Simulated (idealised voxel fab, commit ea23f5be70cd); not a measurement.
The following process module bears the name voxel air gaps.
cross-section cut | 260 nm wide | cells 5 nm
Cross-section = grid of square cells, listed top down in bands; band = one or more rows.
Band: top and bottom heights (nm) first, top before bottom; then materials from left to right, widths in nm. "edge to edge" marks a sole material filling the band edge to edge. "blank" denotes empty space.
Zero point of the height axis is 0; under it, received wafer = one material. Lowest band: continues down indefinitely, "from 0 down".
Width "30->40": first value at the band's top row of cells, second value at its bottom row, equal change from row to row.
Basically "identical to before" means that step didn't change any cell in the cross-section.
Empty spaces counting at least 8 cells and having no open way to the top are listed in "Fully sealed voids". The notation width x height at distance is used for each, the distance being from the left edge and all three values in nm.
On a step's line, text after the settings is the simulator commenting on that step.
overlay nm: where the mask lay relative to plan, measured to the right, on steps with a mask; negatives go left.
-- These are the steps we planned for the process
1: RECEIVE with material Si
2: CONFORMAL_DEP with material SiO2, thk nm 10
3: CONFORMAL_DEP with material SiCN, thk nm 5
4: DIRECTIONAL_DEP with material SiO2, thk nm 35
5: DIRECTIONAL_DEP with material aC, thk nm 15
6: PATTERN with tone open, mask id LINES, material resist, width nm 25, pitch nm 50, thk nm 35, overlay nm 0
7: DIRECTIONAL_ETCH with etch materials aC, depth nm 15
8: STRIP with etch materials resist
9: DIRECTIONAL_ETCH with etch materials SiO2, depth nm 35
10: STRIP with etch materials aC
11: CONFORMAL_DEP with material TiN, thk nm 5
12: FILL_DEP with material W, thk nm 10
13: CMP with height nm 50
14: EPI with material Ru, thk nm 10
15: SELECTIVE_ETCH with etch materials SiO2, depth nm 45
16: CONFORMAL_DEP with material SiCN, thk nm 5
-- Cross-section of the wafer at receipt, which is the condition after step 1
  from 0 down = Si edge to edge
  Fully sealed voids: none
-- Wafer at module end, in section. Began as above, planned as above, run with one mistake
  from 65 to 60 = blank=30, SiCN=200, blank=30
  from 60 to 50 = blank=30, SiCN=5, Ru=40, SiCN=10, Ru=40, SiCN=10, Ru=40, SiCN=10, Ru=40, SiCN=5, blank=30
  from 50 to 45 = blank=30, SiCN=15, TiN=5, W=10, TiN=5, SiCN=30, TiN=5, W=10, TiN=5, SiCN=30, TiN=5, W=10, TiN=5, SiCN=30, TiN=5, W=10, TiN=5, SiCN=15, blank=30
  from 45 to 20 = blank=40, SiCN=5, TiN=5, W=10, TiN=5, SiCN=5, blank=20, SiCN=5, TiN=5, W=10, TiN=5, SiCN=5, blank=20, SiCN=5, TiN=5, W=10, TiN=5, SiCN=5, blank=20, SiCN=5, TiN=5, W=10, TiN=5, SiCN=5, blank=40
  from 20 to 15 = SiCN=45, TiN=20, SiCN=30, TiN=20, SiCN=30, TiN=20, SiCN=30, TiN=20, SiCN=45
  from 15 to 10 = SiCN edge to edge
  from 10 to 0 = SiO2 edge to edge
  from 0 down = Si edge to edge
  Fully sealed voids: 20 x 25 at 70; 20 x 25 at 120; 20 x 25 at 170
Against the plan, the run slipped here: step 6 ran as: PATTERN with tone open, mask id LINES, material resist, width nm 20, pitch nm 50, thk nm 35, overlay nm 0
